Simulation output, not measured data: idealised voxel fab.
Process module, titled voxel capacitor over wiring
We display cut, a cross-section 285 nm in width whose square cells are each 5 nm.
For the purposes of this document, a cross-section shall be understood as a grid of square cells, specified as bands listed in top-to-bottom order, each band consisting of one or more rows of cells.
Quick guide to a band line: top height, bottom height (nm) up front; then every material left to right with its width in nm. Only one material and it's marked "all across"? Then it fills the band edge to edge. And "empty" just means empty space.
The level at which height equals 0 is the one under which the wafer, as it arrives, is entirely one material. No lower edge exists for the bottom band, which continues downward and is notated as in "0 nm and below".
Top row gets the first number, bottom row gets the second, and each row in between changes by the same step: that is how a band width like "30->40" works.
You'll sometimes find "remained the same" written for a step, and that's the way of saying that nowhere in the cross-section did a cell change during that step.
The label "Fully sealed voids" introduces a list of the empty spaces, 8 cells or larger, that have no open way up to the top; each entry in it reads width x height at distance, where the distance is taken from the left edge and all three are stated in nm.
Read whatever lies past the settings on a step's line as the simulator's own remark about the step.
overlay nm: mask offset rightward from planned place, masked step; negative means leftward offset.

List of planned process steps:
1 RECEIVE, material Si
2 CONFORMAL_DEP, material SiO2, thk nm 10
3 DIRECTIONAL_DEP, material TiN, thk nm 5
4 DIRECTIONAL_DEP, material Ru, thk nm 15
5 PATTERN, tone cover, mask id METAL_1, material resist, width nm 30, pitch nm 80, thk nm 20, overlay nm 0
6 DIRECTIONAL_ETCH, etch materials Ru, depth nm 15
7 DIRECTIONAL_ETCH, etch materials TiN, depth nm 5
8 STRIP, etch materials resist
9 CONFORMAL_DEP, material SiN, thk nm 5
10 FILL_DEP, material lowk, thk nm 5
11 CMP, height nm 30
12 CONFORMAL_DEP, material SiCN, thk nm 5
13 DIRECTIONAL_DEP, material SiO2, thk nm 10
14 MASKED_ETCH, tone open, mask id PLUG_1, width nm 15, etch materials SiO2, depth nm 10, overlay nm 0
15 MASKED_ETCH, tone open, mask id PLUG_1, width nm 15, etch materials SiCN, depth nm 5, overlay nm 0
16 EPI, material Ru, thk nm 10
17 EPI, material Ru, thk nm 5
18 DIRECTIONAL_DEP, material TiN, thk nm 10
19 DIRECTIONAL_DEP, material Al2O3, thk nm 5
20 DIRECTIONAL_DEP, material TiN, thk nm 10
21 PATTERN, tone cover, mask id UPPER_PLATE, material resist, width nm 55, thk nm 20, overlay nm 0
22 DIRECTIONAL_ETCH, etch materials TiN, depth nm 10
23 DIRECTIONAL_ETCH, etch materials Al2O3, depth nm 5
24 STRIP, etch materials resist
25 MASKED_ETCH, tone cover, mask id LOWER_PLATE, width nm 65, etch materials TiN, depth nm 10, overlay nm 0
26 FILL_DEP, material SiO2, thk nm 15
27 CMP, height nm 80
28 DIRECTIONAL_DEP, material aC, thk nm 10
29 PATTERN, tone open, mask id PLUG_2, material resist, width nm 15, thk nm 30, overlay nm 0
30 DIRECTIONAL_ETCH, etch materials aC, depth nm 10
31 STRIP, etch materials resist
32 DIRECTIONAL_ETCH, etch materials SiO2, depth nm 10
33 STRIP, etch materials aC
34 CONFORMAL_DEP, material TiN, thk nm 5
35 FILL_DEP, material Ru, thk nm 5
36 CMP, height nm 80
37 CONFORMAL_DEP, material SiCN, thk nm 5

Cross-section, incoming material, after step 1:
- 0 nm and below: Si all across
- Fully sealed voids: none

Post-module cross-section of the first of two wafers (run per plan):
- 85 nm to 80 nm: SiCN all across
- 80 nm to 75 nm: SiO2 (110), then TiN (5), then Ru (5), then TiN (5), then SiO2 (160)
- 75 nm to 70 nm: SiO2 (110), then TiN (15), then SiO2 (160)
- 70 nm to 60 nm: SiO2 (100), then TiN (55), then SiO2 (130)
- 60 nm to 55 nm: SiO2 (100), then Al2O3 (55), then SiO2 (130)
- 55 nm to 45 nm: SiO2 (95), then TiN (65), then SiO2 (125)
- 45 nm to 35 nm: SiO2 (100), then Ru (15), then SiO2 (170)
- 35 nm to 30 nm: SiCN (100), then Ru (15), then SiCN (170)
- 30 nm to 15 nm: lowk (80), then SiN (5), then Ru (30), then SiN (5), then lowk (40), then SiN (5), then Ru (30), then SiN (5), then lowk (85)
- 15 nm to 10 nm: SiN (85), then TiN (30), then SiN (50), then TiN (30), then SiN (90)
- 10 nm to 0 nm: SiO2 all across
- 0 nm and below: Si all across
- Fully sealed voids: none

Second wafer of the two, sectioned at the end of the module. It began like the first and followed the same plan, but one mistake was made while running it:
- 85 nm to 80 nm: SiCN all across
- 80 nm to 70 nm: SiO2 (100), then TiN (25), then SiO2 (160)
- 70 nm to 65 nm: SiO2 (100), then Al2O3 (25), then TiN (30), then SiO2 (130)
- 65 nm to 60 nm: SiO2 (95), then TiN (60), then SiO2 (130)
- 60 nm to 55 nm: SiO2 (95), then TiN (30), then Al2O3 (30), then SiO2 (130)
- 55 nm to 45 nm: SiO2 (90), then Ru (35), then TiN (35), then SiO2 (125)
- 45 nm to 35 nm: SiO2 (100), then Ru (15), then SiO2 (170)
- 35 nm to 30 nm: SiCN (100), then Ru (15), then SiCN (170)
- 30 nm to 15 nm: lowk (80), then SiN (5), then Ru (30), then SiN (5), then lowk (40), then SiN (5), then Ru (30), then SiN (5), then lowk (85)
- 15 nm to 10 nm: SiN (85), then TiN (30), then SiN (50), then TiN (30), then SiN (90)
- 10 nm to 0 nm: SiO2 all across
- 0 nm and below: Si all across
- Fully sealed voids: none
Error vs. plan: the plan had its step 16 run twice
Wrapping up, a cell-based count of both wafers puts the second over or under the first for these materials: 13 more of Ru, 8 fewer of SiO2, 5 fewer of TiN
